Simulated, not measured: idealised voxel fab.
The process module that follows is named voxel wiring stack.
Section cut is 240 nm wide and gridded with 5 nm square cells.
The cross-sections in this document take the form of a grid made of square cells. They are written out as bands, in order from top to bottom. Each band consists of one or more rows of cells.
Heights first: top, then bottom, in nm. Then materials, left to right, each with a width in nm. "throughout" on a single material: fills the band edge to edge. "empty": empty space.
Convention: height 0 is the level below which the wafer, as received, is all one material. The lowest band does not terminate at the bottom but continues downward, represented as "0 nm and below".
Read "30->40" as a graded width: first number on top, second number at the bottom, same change between each pair of neighbouring rows.
Step marked "no change"? Then no cell in the cross-section changed in it.
"Trapped void list" specifies each empty space that is not open to the top and that occupies no fewer than 8 cells, using the form width x height at distance, the distance measured from the left edge and all three quantities in nm.
Heads up: the bit after the settings on a step's line is the simulator's remark on that step.
overlay nm: how far to the right of its planned place the mask lay on this masked step (negative: to the left).
This section lists the process steps that were planned
1) RECEIVE,material Si
2) CONFORMAL_DEP,material SiO2,thk nm 15
3) DIRECTIONAL_DEP,material TiN,thk nm 5
4) DIRECTIONAL_DEP,material Ru,thk nm 25
5) PATTERN,tone cover,mask id METAL_1,material resist,width nm 25,pitch nm 45,thk nm 20,overlay nm 0
6) DIRECTIONAL_ETCH,etch materials Ru,depth nm 25
7) DIRECTIONAL_ETCH,etch materials TiN,depth nm 5
8) STRIP,etch materials resist
9) FILL_DEP,material lowk,thk nm 10
10) CMP,height nm 45
11) CONFORMAL_DEP,material SiCN,thk nm 5
12) DIRECTIONAL_DEP,material lowk,thk nm 25
13) DIRECTIONAL_DEP,material aC,thk nm 10
14) PATTERN,tone open,mask id METAL_2_HOLES,material resist,width nm 15,pitch nm 45,thk nm 25,overlay nm 0
15) DIRECTIONAL_ETCH,etch materials aC,depth nm 10
16) STRIP,etch materials resist
17) DIRECTIONAL_ETCH,etch materials lowk,depth nm 25
18) STRIP,etch materials aC
19) MASKED_ETCH,tone open,mask id METAL_2,width nm 25,pitch nm 45,etch materials lowk,depth nm 15,overlay nm 0
20) MASKED_ETCH,tone open,mask id METAL_2,width nm 25,pitch nm 45,etch materials SiCN,depth nm 5,overlay nm 0
21) CONFORMAL_DEP,material TiN,thk nm 5
22) FILL_DEP,material Cu,thk nm 10
23) CMP,height nm 75
24) CONFORMAL_DEP,material SiCN,thk nm 5
The cross-section here shows the wafer as received, i.e. in its state after step 1
0 nm and below | Si throughout
Trapped void list: none
Cross-sectional view of the first of the two wafers upon completion of the module, processed in accordance with the plan
80 nm to 75 nm | SiCN throughout
75 nm to 65 nm | lowk (40); TiN (5); Cu (15); TiN (5); lowk (20); TiN (5); Cu (15); TiN (5); lowk (20); TiN (5); Cu (15); TiN (5); lowk (20); TiN (5); Cu (15); TiN (5); lowk (40)
65 nm to 60 nm | lowk (40); TiN (5); Cu (5); TiN (15); lowk (20); TiN (5); Cu (5); TiN (15); lowk (20); TiN (5); Cu (5); TiN (15); lowk (20); TiN (5); Cu (5); TiN (15); lowk (40)
60 nm to 50 nm | lowk (40); TiN (5); Cu (5); TiN (5); lowk (30); TiN (5); Cu (5); TiN (5); lowk (30); TiN (5); Cu (5); TiN (5); lowk (30); TiN (5); Cu (5); TiN (5); lowk (50)
50 nm to 45 nm | SiCN (40); TiN (15); SiCN (30); TiN (15); SiCN (30); TiN (15); SiCN (30); TiN (15); SiCN (50)
45 nm to 20 nm | lowk (40); Ru (25); lowk (20); Ru (25); lowk (20); Ru (25); lowk (20); Ru (25); lowk (40)
20 nm to 15 nm | lowk (40); TiN (25); lowk (20); TiN (25); lowk (20); TiN (25); lowk (20); TiN (25); lowk (40)
15 nm to 0 nm | SiO2 throughout
0 nm and below | Si throughout
Trapped void list: none
Wafer two (of two), end-of-module cross-section: start = wafer one, plan = wafer one, one run mistake
80 nm to 75 nm | SiCN throughout
75 nm to 65 nm | lowk (40); TiN (5); Cu (15); TiN (5); lowk (20); TiN (5); Cu (15); TiN (5); lowk (20); TiN (5); Cu (15); TiN (5); lowk (20); TiN (5); Cu (15); TiN (5); lowk (40)
65 nm to 60 nm | lowk (40); TiN (5); Cu (5); TiN (15); lowk (20); TiN (5); Cu (5); TiN (15); lowk (20); TiN (5); Cu (5); TiN (15); lowk (20); TiN (5); Cu (5); TiN (15); lowk (40)
60 nm to 50 nm | lowk (40); TiN (5); Cu (5); TiN (5); lowk (30); TiN (5); Cu (5); TiN (5); lowk (30); TiN (5); Cu (5); TiN (5); lowk (30); TiN (5); Cu (5); TiN (5); lowk (50)
50 nm to 45 nm | SiCN (40); TiN (15); SiCN (30); TiN (15); SiCN (30); TiN (15); SiCN (30); TiN (15); SiCN (50)
45 nm to 20 nm | Ru (40); lowk (25); Ru (20); lowk (25); Ru (20); lowk (25); Ru (20); lowk (25); Ru (40)
20 nm to 15 nm | TiN (40); lowk (25); TiN (20); lowk (25); TiN (20); lowk (25); TiN (20); lowk (25); TiN (40)
15 nm to 0 nm | SiO2 throughout
0 nm and below | Si throughout
Trapped void list: none
Short version of what went wrong: step 5 was processed under conditions differing from the plan, specifically as PATTERN,tone open,mask id METAL_1,material resist,width nm 25,pitch nm 45,thk nm 20,overlay nm 0
Looking at both finished wafers in cells, the second ends up ahead of or behind the first on some materials: 40 more of Ru, 8 more of TiN, 48 fewer of lowk
